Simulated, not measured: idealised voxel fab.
Module name: voxel ribs on slabs (process module)
Cross-section cut: width 190 nm, square cells of 5 nm.
Cross-section spec: square-cell grid; bands listed top down; each band is one or more rows. Top, bottom (nm), then materials left to right with widths (nm); lone material tagged "all across" fills the whole band edge to edge; "air" = empty space. The reference from which all heights are counted is 0, the level beneath which the as-received wafer is entirely one material; the lowest band, having no lower bound, proceeds downward and is written after the example "0 and below". When a width is written as two numbers, as in "30 to 40", the first number is the width in the top row of cells of the band and the second is the width in its bottom row, and the width changes by the same amount from each row to the next. It should be understood that the words "everything unchanged", when stated for a given step, signify that the cross-section underwent no change in any of its cells during that step. Enclosed voids (no open way to top), threshold 8 cells or more, entry "Fully closed voids", notation width x height at distance, distance from left edge, nm. Formally, on a step line, whatever follows the settings is a remark that the simulator itself makes on the step. Each step line may optionally specify "overlay nm", which for a step with a mask gives the rightward distance between the mask's planned place and where it lay, a negative value indicating the leftward direction.
## So here's the lineup of process steps we planned
1: RECEIVE,material Si
2: DIRECTIONAL_DEP,material SiO2,thk nm 30
3: DIRECTIONAL_DEP,material SiN,thk nm 25
4: MASKED_ETCH,tone cover,mask id RIB,width nm 20,etch materials SiN,depth nm 20,overlay nm 0
5: PATTERN,tone cover,mask id SLAB,material resist,width nm 60,thk nm 20,overlay nm 0
6: DIRECTIONAL_ETCH,etch materials SiN,depth nm 5
7: STRIP,etch materials resist
8: FILL_DEP,material SiO2,thk nm 15
9: CMP,height nm 65
10: DIRECTIONAL_DEP,material TiN,thk nm 5
11: DIRECTIONAL_DEP,material aC,thk nm 10
12: PATTERN,tone cover,mask id HEATER,material resist,width nm 30,thk nm 25,overlay nm 0
13: DIRECTIONAL_ETCH,etch materials aC,depth nm 10
14: STRIP,etch materials resist
15: DIRECTIONAL_ETCH,etch materials TiN,depth nm 5
16: STRIP,etch materials aC
17: CONFORMAL_DEP,material SiO2,thk nm 5
## As received (post step 1): cross-section
> 0 and below = Si all across
> Fully closed voids: none
## As-planned run: cross-section of the first of two wafers at end of module
> 75 down to 70 = air (75)  SiO2 (40)  air (75)
> 70 down to 65 = SiO2 (80)  TiN (30)  SiO2 (80)
> 65 down to 55 = SiO2 all across
> 55 down to 35 = SiO2 (85)  SiN (20)  SiO2 (85)
> 35 down to 30 = SiO2 (65)  SiN (60)  SiO2 (65)
> 30 down to 0 = SiO2 all across
> 0 and below = Si all across
> Fully closed voids: none
## second wafer at the end: like start, like plan, one mistake
> 70 down to 65 = air (75)  SiO2 (40)  air (75)
> 65 down to 60 = SiO2 (80)  TiN (30)  SiO2 (80)
> 60 down to 55 = SiO2 all across
> 55 down to 35 = SiO2 (85)  SiN (20)  SiO2 (85)
> 35 down to 30 = SiO2 (65)  SiN (60)  SiO2 (65)
> 30 down to 0 = SiO2 all across
> 0 and below = Si all across
> Fully closed voids: none
Diagnosis: note that step 9 departed from the planned setting and was carried out as CMP,height nm 60
It is noted that, at the conclusion of processing, the second wafer exhibits a higher or lower cell count for certain materials relative to the first: -38 SiO2
